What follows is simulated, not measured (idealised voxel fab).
This section sets out a process module, namely voxel air gaps.
Pictured: cross-section cut, 205 nm wide, on a grid of 5 nm square cells.
Think of the cross-section as a grid of square cells. We describe it in bands, top to bottom, and each band covers one or more rows of those cells.
The entry gives the band's vertical extent as a top height and a bottom height in nm, then its horizontal make-up as materials from left to right, each with a width in nm. "empty" stands for empty space; a single material marked "everywhere" fills the band edge to edge.
Note: height 0 marks the level under which the wafer is uniformly one material as received. Lowest band unbounded below, written "0 and below".
Note: "30->40" means the width goes from the first number (top row of the band) to the second number (bottom row) in equal steps per row of cells.
"nothing got changed" -> step changed no cross-section cell.
Closed empty spaces (no open way to the top) of 8 cells or more are what "Enclosed void list" lists, each as width x height at distance from the left edge, nm for all three.
On a step's line, text after the settings is the simulator commenting on that step.
overlay nm: mask offset rightward from planned place, masked step; negative means leftward offset.

### Listed below are the process steps as planned
1,RECEIVE, material Si
2,CONFORMAL_DEP, material SiO2, thk nm 15
3,CONFORMAL_DEP, material SiN, thk nm 5
4,DIRECTIONAL_DEP, material lowk, thk nm 40
5,MASKED_ETCH, tone open, mask id LINES, width nm 25, pitch nm 55, etch materials lowk, depth nm 40, overlay nm -15
6,CONFORMAL_DEP, material TiN, thk nm 5
7,FILL_DEP, material Ru, thk nm 5
8,CMP, height nm 60
9,EPI, material Ru, thk nm 10
10,SELECTIVE_ETCH, etch materials lowk, depth nm 50
11,CONFORMAL_DEP, material SiCN, thk nm 5
Be aware that, although all wafers share a common starting state, the overlay nm at step 5 differs among them, and the plan displays the first wafer's value.

### Step 1 complete: as-received cross-section of the first of several wafers
* 0 and below | Si everywhere
* Enclosed void list: none

### Basically each wafer gets a line in the table, showing it at the end of the module: material by material, the cells it gained (+) or lost (-) since we got it, then its closed voids
overlay nm -15 | +117 Ru | +125 SiCN | +41 SiN | +123 SiO2 | +57 TiN | Enclosed void list: 20 x 30 at 50; 20 x 30 at 105
overlay nm -10 | +117 Ru | +125 SiCN | +41 SiN | +123 SiO2 | +57 TiN | Enclosed void list: 20 x 30 at 55; 20 x 30 at 110
overlay nm -5 | +117 Ru | +125 SiCN | +41 SiN | +123 SiO2 | +57 TiN | Enclosed void list: 20 x 30 at 60; 20 x 30 at 115
overlay nm 0 | +117 Ru | +125 SiCN | +41 SiN | +123 SiO2 | +57 TiN | Enclosed void list: 20 x 30 at 65; 20 x 30 at 120
overlay nm 5 | +117 Ru | +125 SiCN | +41 SiN | +123 SiO2 | +57 TiN | Enclosed void list: 20 x 30 at 70; 20 x 30 at 125
overlay nm 10 | +117 Ru | +125 SiCN | +41 SiN | +123 SiO2 | +57 TiN | Enclosed void list: 20 x 30 at 75; 20 x 30 at 130
overlay nm 15 | +117 Ru | +125 SiCN | +41 SiN | +123 SiO2 | +57 TiN | Enclosed void list: 20 x 30 at 80; 20 x 30 at 135
